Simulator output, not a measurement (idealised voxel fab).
Documented hereafter: the process module known as voxel self aligned vias.
The cross-section shown here is cut; it is 260 nm wide and divided into square cells measuring 5 nm on a side.
How to read a cross-section here: the picture is a grid of square cells, written as bands going from the top down, and any band can span one or more rows of cells.
A band entry consists of two parts. The first gives the height of the band's top and the height of its bottom, in nm. The rest lists the band's materials from left to right, each with its width in nm. A single material labelled with the word "all across" fills the band from edge to edge, and the word "empty" marks empty space.
Heights are measured from 0, the level below which the as-received wafer is all one material; the lowest band has no bottom and continues downward, written as in "0 -> down".
So if you see something like "30->40" for the width, read it as the top row of the band sitting at the first number and the bottom row at the second, with every row in between moving by the same amount as the last.
"remained the same" (step): cross-section cells unchanged, all of them.
Basically, "Closed void listing" tells you about the enclosed voids: empty spaces with no open way to the top, 8 cells or bigger, each written width x height at distance, where distance is from the left edge, all in nm.
Step line, after settings: the simulator's comment on this step.
overlay nm: for a step with a mask, the amount by which the mask lay right of where it was planned; a negative amount means left of it.

## List of planned process steps
1. RECEIVE [material Si]
2. CONFORMAL_DEP [material SiO2] [thk nm 10]
3. CONFORMAL_DEP [material SiCN] [thk nm 5]
4. DIRECTIONAL_DEP [material lowk] [thk nm 20]
5. DIRECTIONAL_DEP [material aC] [thk nm 15]
6. PATTERN [tone open] [mask id LINES] [material resist] [width nm 25] [pitch nm 75] [thk nm 35] [overlay nm 0]
7. DIRECTIONAL_ETCH [etch materials aC] [depth nm 15]
8. STRIP [etch materials resist]
9. DIRECTIONAL_ETCH [etch materials lowk] [depth nm 20]
10. STRIP [etch materials aC]
11. CONFORMAL_DEP [material TiN] [thk nm 5]
12. FILL_DEP [material W] [thk nm 10]
13. CMP [height nm 35]
14. SELECTIVE_ETCH [etch materials W Ru TiN] [depth nm 5]
15. FILL_DEP [material SiN] [thk nm 10]
16. CMP [height nm 35]
17. DIRECTIONAL_DEP [material lowk] [thk nm 15]
18. MASKED_ETCH [tone open] [mask id VIAS] [width nm 45] [etch materials lowk] [depth nm 15] [overlay nm 0]
19. MASKED_ETCH [tone open] [mask id VIAS] [width nm 45] [etch materials SiN] [depth nm 5] [overlay nm -15]
20. CONFORMAL_DEP [material TiN] [thk nm 5]
21. FILL_DEP [material Cu] [thk nm 5]
22. CMP [height nm 50]
23. CONFORMAL_DEP [material SiN] [thk nm 5]
Across this set of wafers, the varied parameter is the overlay nm of step 19. Starting conditions are identical for every wafer, and the plan reports the value assigned to the first wafer.

## The first of several wafers in cross-section, exactly as it reached us after step 1
* 0 -> down: Si all across
* Closed void listing: none

## The figure below presents a cross-section of the first of several wafers at the conclusion of the module, following its last step, step 23
* 55 -> 50: SiN all across
* 50 -> 40: lowk: 70 | TiN: 5 | Cu: 35 | TiN: 5 | lowk: 145
* 40 -> 35: lowk: 70 | TiN: 15 | Cu: 10 | TiN: 20 | lowk: 145
* 35 -> 30: lowk: 80 | TiN: 20 | SiN: 5 | lowk: 50 | SiN: 25 | lowk: 80
* 30 -> 20: lowk: 80 | TiN: 5 | W: 15 | TiN: 5 | lowk: 50 | TiN: 5 | W: 15 | TiN: 5 | lowk: 80
* 20 -> 15: lowk: 80 | TiN: 25 | lowk: 50 | TiN: 25 | lowk: 80
* 15 -> 10: SiCN all across
* 10 -> 0: SiO2 all across
* 0 -> down: Si all across
* Closed void listing: none

## The module's end: a cross-section of the last wafer
* 55 -> 50: SiN all across
* 50 -> 40: lowk: 70 | TiN: 5 | Cu: 35 | TiN: 5 | lowk: 145
* 40 -> 35: lowk: 70 | TiN: 20 | Cu: 10 | TiN: 15 | lowk: 145
* 35 -> 30: lowk: 80 | SiN: 5 | TiN: 20 | lowk: 50 | SiN: 25 | lowk: 80
* 30 -> 20: lowk: 80 | TiN: 5 | W: 15 | TiN: 5 | lowk: 50 | TiN: 5 | W: 15 | TiN: 5 | lowk: 80
* 20 -> 15: lowk: 80 | TiN: 25 | lowk: 50 | TiN: 25 | lowk: 80
* 15 -> 10: SiCN all across
* 10 -> 0: SiO2 all across
* 0 -> down: Si all across
* Closed void listing: none

## What follows is a table in which each wafer occupies a row; for the wafer as it stands at the close of the module, the row states, material by material, how many cells have been gained (+) or lost (-) since receipt, and then gives its closed voids
overlay nm -15 | +16 Cu | +52 SiCN | +58 SiN | +104 SiO2 | +33 TiN | +12 W | +297 lowk | Closed void listing: none
overlay nm -10 | +17 Cu | +52 SiCN | +57 SiN | +104 SiO2 | +33 TiN | +12 W | +297 lowk | Closed void listing: none
overlay nm -5 | +17 Cu | +52 SiCN | +57 SiN | +104 SiO2 | +33 TiN | +12 W | +297 lowk | Closed void listing: none
overlay nm 0 | +17 Cu | +52 SiCN | +57 SiN | +104 SiO2 | +33 TiN | +12 W | +297 lowk | Closed void listing: none
overlay nm 5 | +17 Cu | +52 SiCN | +57 SiN | +104 SiO2 | +33 TiN | +12 W | +297 lowk | Closed void listing: none
overlay nm 10 | +17 Cu | +52 SiCN | +57 SiN | +104 SiO2 | +33 TiN | +12 W | +297 lowk | Closed void listing: none
overlay nm 15 | +16 Cu | +52 SiCN | +58 SiN | +104 SiO2 | +33 TiN | +12 W | +297 lowk | Closed void listing: none
